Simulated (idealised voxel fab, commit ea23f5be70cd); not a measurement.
The following is a process module called voxel quadruple lines.
The cross-section shown here is cut; it is 215 nm wide and divided into square cells measuring 5 nm on a side.
Heads up, the way a cross-section reads in here is a grid of square cells, handed over as bands from the top down, with every band being one or more rows of cells.
Top height, bottom height, nm. Materials left to right, width each, nm. Single material + "edge to edge" = fills band edge to edge. "empty" = empty.
Counting heights begins at 0, where everything beneath is, in the wafer as received, one material. The lowest band has no bottom; it goes on downwards, as "0 and below" shows.
The notation "30 to 40" denotes a width that varies across the rows of cells in the band, beginning at the first number in the top row, finishing at the second number in the bottom row, and changing by an identical amount from each row to the next.
Step note "no change occurred" = no cross-section cell changed.
"Closed empty spaces" specifies each empty space that is not open to the top and that occupies no fewer than 8 cells, using the form width x height at distance, the distance measured from the left edge and all three quantities in nm.
Step line, after settings: the simulator's comment on this step.
If you see "overlay nm" on a step's line and that step has a mask, it's telling you how far right of where it was planned the mask ended up; a negative number means it went left instead.

## The steps planned for the process are as follows
1: op RECEIVE | material Si
2: op CONFORMAL_DEP | material SiO2 | thk nm 10
3: op DIRECTIONAL_DEP | material Ru | thk nm 15
4: op DIRECTIONAL_DEP | material polySi | thk nm 20
5: op DIRECTIONAL_DEP | material aC | thk nm 25
6: op PATTERN | tone cover | mask id MANDREL | material resist | width nm 20 | pitch nm 60 | thk nm 35 | overlay nm 0
7: op DIRECTIONAL_ETCH | etch materials aC | depth nm 25
8: op STRIP | etch materials resist
9: op CONFORMAL_DEP | material SiO2 | thk nm 10
10: op DIRECTIONAL_ETCH | etch materials SiO2 | depth nm 10
11: op STRIP | etch materials aC
12: op DIRECTIONAL_ETCH | etch materials polySi | depth nm 20
13: op STRIP | etch materials SiO2
14: op CONFORMAL_DEP | material SiN | thk nm 5
15: op DIRECTIONAL_ETCH | etch materials SiN | depth nm 5
16: op STRIP | etch materials polySi
17: op DIRECTIONAL_ETCH | etch materials Ru | depth nm 15
18: op STRIP | etch materials SiN

## Of two wafers, the first: run according to plan

## Wafer as received: cross-section following step 1
    0 and below  Si edge to edge
    Closed empty spaces: none

## The wafer, seen in cross-section, after step 2
    10 down to 0  SiO2 edge to edge
    Under 0: no change, same as before.

## The wafer, seen in cross-section, after step 3
    25 down to 10  Ru edge to edge
    Under 10: no change, same as before.

## The wafer, seen in cross-section, after step 4
    45 down to 25  polySi edge to edge
    Under 25: no change, same as before.

## The wafer, seen in cross-section, after step 5
    70 down to 45  aC edge to edge
    Under 45: no change, same as before.

## The wafer, seen in cross-section, after step 6
    105 down to 70  65 nm empty, then 20 nm resist, then 40 nm empty, then 20 nm resist, then 70 nm empty
    Under 70: no change, same as before.

## The wafer, seen in cross-section, after step 7
    80 down to 70  65 nm empty, then 20 nm resist, then 40 nm empty, then 20 nm resist, then 70 nm empty
    70 down to 45  65 nm empty, then 20 nm aC, then 40 nm empty, then 20 nm aC, then 70 nm empty
    Under 45: no change, same as before.

## The wafer, seen in cross-section, after step 8
    70 down to 45  65 nm empty, then 20 nm aC, then 40 nm empty, then 20 nm aC, then 70 nm empty
    Under 45: no change, same as before.

## The wafer, seen in cross-section, after step 9
    80 down to 70  55 nm empty, then 40 nm SiO2, then 20 nm empty, then 40 nm SiO2, then 60 nm empty
    70 down to 55  55 nm empty, then 10 nm SiO2, then 20 nm aC, then 10 nm SiO2, then 20 nm empty, then 10 nm SiO2, then 20 nm aC, then 10 nm SiO2, then 60 nm empty
    55 down to 45  65 nm SiO2, then 20 nm aC, then 40 nm SiO2, then 20 nm aC, then 70 nm SiO2
    Under 45: no change, same as before.

## The wafer, seen in cross-section, after step 10
    70 down to 45  55 nm empty, then 10 nm SiO2, then 20 nm aC, then 10 nm SiO2, then 20 nm empty, then 10 nm SiO2, then 20 nm aC, then 10 nm SiO2, then 60 nm empty
    Under 45: no change, same as before.

## The wafer, seen in cross-section, after step 11
    70 down to 45  55 nm empty, then 10 nm SiO2, then 20 nm empty, then 10 nm SiO2, then 20 nm empty, then 10 nm SiO2, then 20 nm empty, then 10 nm SiO2, then 60 nm empty
    Under 45: no change, same as before.

## The wafer, seen in cross-section, after step 12
    70 down to 45  55 nm empty, then 10 nm SiO2, then 20 nm empty, then 10 nm SiO2, then 20 nm empty, then 10 nm SiO2, then 20 nm empty, then 10 nm SiO2, then 60 nm empty
    45 down to 25  55 nm empty, then 10 nm polySi, then 20 nm empty, then 10 nm polySi, then 20 nm empty, then 10 nm polySi, then 20 nm empty, then 10 nm polySi, then 60 nm empty
    Under 25: no change, same as before.

## The wafer, seen in cross-section, after step 13
    45 down to 25  55 nm empty, then 10 nm polySi, then 20 nm empty, then 10 nm polySi, then 20 nm empty, then 10 nm polySi, then 20 nm empty, then 10 nm polySi, then 60 nm empty
    Under 25: no change, same as before.

## The wafer, seen in cross-section, after step 14
    50 down to 45  50 nm empty, then 20 nm SiN, then 10 nm empty, then 20 nm SiN, then 10 nm empty, then 20 nm SiN, then 10 nm empty, then 20 nm SiN, then 55 nm empty
    45 down to 30  50 nm empty, then 5 nm SiN, then 10 nm polySi, then 5 nm SiN, then 10 nm empty, then 5 nm SiN, then 10 nm polySi, then 5 nm SiN, then 10 nm empty, then 5 nm SiN, then 10 nm polySi, then 5 nm SiN, then 10 nm empty, then 5 nm SiN, then 10 nm polySi, then 5 nm SiN, then 55 nm empty
    30 down to 25  55 nm SiN, then 10 nm polySi, then 20 nm SiN, then 10 nm polySi, then 20 nm SiN, then 10 nm polySi, then 20 nm SiN, then 10 nm polySi, then 60 nm SiN
    Under 25: no change, same as before.

## The wafer, seen in cross-section, after step 15
    45 down to 25  50 nm empty, then 5 nm SiN, then 10 nm polySi, then 5 nm SiN, then 10 nm empty, then 5 nm SiN, then 10 nm polySi, then 5 nm SiN, then 10 nm empty, then 5 nm SiN, then 10 nm polySi, then 5 nm SiN, then 10 nm empty, then 5 nm SiN, then 10 nm polySi, then 5 nm SiN, then 55 nm empty
    Under 25: no change, same as before.

## The wafer, seen in cross-section, after step 16
    45 down to 25  50 nm empty, then 5 nm SiN, then 10 nm empty, then 5 nm SiN, then 10 nm empty, then 5 nm SiN, then 10 nm empty, then 5 nm SiN, then 10 nm empty, then 5 nm SiN, then 10 nm empty, then 5 nm SiN, then 10 nm empty, then 5 nm SiN, then 10 nm empty, then 5 nm SiN, then 55 nm empty
    Under 25: no change, same as before.

## The wafer, seen in cross-section, after step 17
    45 down to 25  50 nm empty, then 5 nm SiN, then 10 nm empty, then 5 nm SiN, then 10 nm empty, then 5 nm SiN, then 10 nm empty, then 5 nm SiN, then 10 nm empty, then 5 nm SiN, then 10 nm empty, then 5 nm SiN, then 10 nm empty, then 5 nm SiN, then 10 nm empty, then 5 nm SiN, then 55 nm empty
    25 down to 10  50 nm empty, then 5 nm Ru, then 10 nm empty, then 5 nm Ru, then 10 nm empty, then 5 nm Ru, then 10 nm empty, then 5 nm Ru, then 10 nm empty, then 5 nm Ru, then 10 nm empty, then 5 nm Ru, then 10 nm empty, then 5 nm Ru, then 10 nm empty, then 5 nm Ru, then 55 nm empty
    Under 10: no change, same as before.

## The wafer, seen in cross-section, after step 18
    25 down to 10  50 nm empty, then 5 nm Ru, then 10 nm empty, then 5 nm Ru, then 10 nm empty, then 5 nm Ru, then 10 nm empty, then 5 nm Ru, then 10 nm empty, then 5 nm Ru, then 10 nm empty, then 5 nm Ru, then 10 nm empty, then 5 nm Ru, then 10 nm empty, then 5 nm Ru, then 55 nm empty
    Under 10: no change, same as before.

## Second wafer, same starting conditions and recipe as the first, one mistake in executing it, nothing differs from the first up to and including step 5

## Second wafer, cut view, end of step 6 per plan
    105 down to 70  60 nm empty, then 30 nm resist, then 30 nm empty, then 30 nm resist, then 65 nm empty
    Under 70: no change, same as before.

## Second wafer, cut view, end of step 7 per plan
    80 down to 70  60 nm empty, then 30 nm resist, then 30 nm empty, then 30 nm resist, then 65 nm empty
    70 down to 45  60 nm empty, then 30 nm aC, then 30 nm empty, then 30 nm aC, then 65 nm empty
    Under 45: no change, same as before.

## Second wafer, cut view, end of step 8 per plan
    70 down to 45  60 nm empty, then 30 nm aC, then 30 nm empty, then 30 nm aC, then 65 nm empty
    Under 45: no change, same as before.

## Second wafer, cut view, end of step 9 per plan
    80 down to 70  50 nm empty, then 50 nm SiO2, then 10 nm empty, then 50 nm SiO2, then 55 nm empty
    70 down to 55  50 nm empty, then 10 nm SiO2, then 30 nm aC, then 10 nm SiO2, then 10 nm empty, then 10 nm SiO2, then 30 nm aC, then 10 nm SiO2, then 55 nm empty
    55 down to 45  60 nm SiO2, then 30 nm aC, then 30 nm SiO2, then 30 nm aC, then 65 nm SiO2
    Under 45: no change, same as before.

## Second wafer, cut view, end of step 10 per plan
    70 down to 45  50 nm empty, then 10 nm SiO2, then 30 nm aC, then 10 nm SiO2, then 10 nm empty, then 10 nm SiO2, then 30 nm aC, then 10 nm SiO2, then 55 nm empty
    Under 45: no change, same as before.

## Second wafer, cut view, end of step 11 per plan
    70 down to 45  50 nm empty, then 10 nm SiO2, then 30 nm empty, then 10 nm SiO2, then 10 nm empty, then 10 nm SiO2, then 30 nm empty, then 10 nm SiO2, then 55 nm empty
    Under 45: no change, same as before.

## Second wafer, cut view, end of step 12 per plan
    70 down to 45  50 nm empty, then 10 nm SiO2, then 30 nm empty, then 10 nm SiO2, then 10 nm empty, then 10 nm SiO2, then 30 nm empty, then 10 nm SiO2, then 55 nm empty
    45 down to 25  50 nm empty, then 10 nm polySi, then 30 nm empty, then 10 nm polySi, then 10 nm empty, then 10 nm polySi, then 30 nm empty, then 10 nm polySi, then 55 nm empty
    Under 25: no change, same as before.

## Second wafer, cut view, end of step 13 per plan
    45 down to 25  50 nm empty, then 10 nm polySi, then 30 nm empty, then 10 nm polySi, then 10 nm empty, then 10 nm polySi, then 30 nm empty, then 10 nm polySi, then 55 nm empty
    Under 25: no change, same as before.

## Second wafer, cut view, end of step 14 per plan
    50 down to 45  45 nm empty, then 20 nm SiN, then 20 nm empty, then 40 nm SiN, then 20 nm empty, then 20 nm SiN, then 50 nm empty
    45 down to 30  45 nm empty, then 5 nm SiN, then 10 nm polySi, then 5 nm SiN, then 20 nm empty, then 5 nm SiN, then 10 nm polySi, then 10 nm SiN, then 10 nm polySi, then 5 nm SiN, then 20 nm empty, then 5 nm SiN, then 10 nm polySi, then 5 nm SiN, then 50 nm empty
    30 down to 25  50 nm SiN, then 10 nm polySi, then 30 nm SiN, then 10 nm polySi, then 10 nm SiN, then 10 nm polySi, then 30 nm SiN, then 10 nm polySi, then 55 nm SiN
    Under 25: no change, same as before.

## Second wafer, cut view, end of step 15 per plan
    45 down to 25  45 nm empty, then 5 nm SiN, then 10 nm polySi, then 5 nm SiN, then 20 nm empty, then 5 nm SiN, then 10 nm polySi, then 10 nm SiN, then 10 nm polySi, then 5 nm SiN, then 20 nm empty, then 5 nm SiN, then 10 nm polySi, then 5 nm SiN, then 50 nm empty
    Under 25: no change, same as before.

## Second wafer, cut view, end of step 16 per plan
    45 down to 25  45 nm empty, then 5 nm SiN, then 10 nm empty, then 5 nm SiN, then 20 nm empty, then 5 nm SiN, then 10 nm empty, then 10 nm SiN, then 10 nm empty, then 5 nm SiN, then 20 nm empty, then 5 nm SiN, then 10 nm empty, then 5 nm SiN, then 50 nm empty
    Under 25: no change, same as before.

## Second wafer, cut view, end of step 17 per plan
    45 down to 25  45 nm empty, then 5 nm SiN, then 10 nm empty, then 5 nm SiN, then 20 nm empty, then 5 nm SiN, then 10 nm empty, then 10 nm SiN, then 10 nm empty, then 5 nm SiN, then 20 nm empty, then 5 nm SiN, then 10 nm empty, then 5 nm SiN, then 50 nm empty
    25 down to 10  45 nm empty, then 5 nm Ru, then 10 nm empty, then 5 nm Ru, then 20 nm empty, then 5 nm Ru, then 10 nm empty, then 10 nm Ru, then 10 nm empty, then 5 nm Ru, then 20 nm empty, then 5 nm Ru, then 10 nm empty, then 5 nm Ru, then 50 nm empty
    Under 10: no change, same as before.

## Second wafer, cut view, end of step 18 per plan
    25 down to 10  45 nm empty, then 5 nm Ru, then 10 nm empty, then 5 nm Ru, then 20 nm empty, then 5 nm Ru, then 10 nm empty, then 10 nm Ru, then 10 nm empty, then 5 nm Ru, then 20 nm empty, then 5 nm Ru, then 10 nm empty, then 5 nm Ru, then 50 nm empty
    Under 10: no change, same as before.
What went wrong in running the wafer? step 6 was processed under conditions differing from the plan, specifically as op PATTERN | tone cover | mask id MANDREL | material resist | width nm 30 | pitch nm 60 | thk nm 35 | overlay nm 0
at the end the second wafer has, in cells: as many of each material as the first, in other places
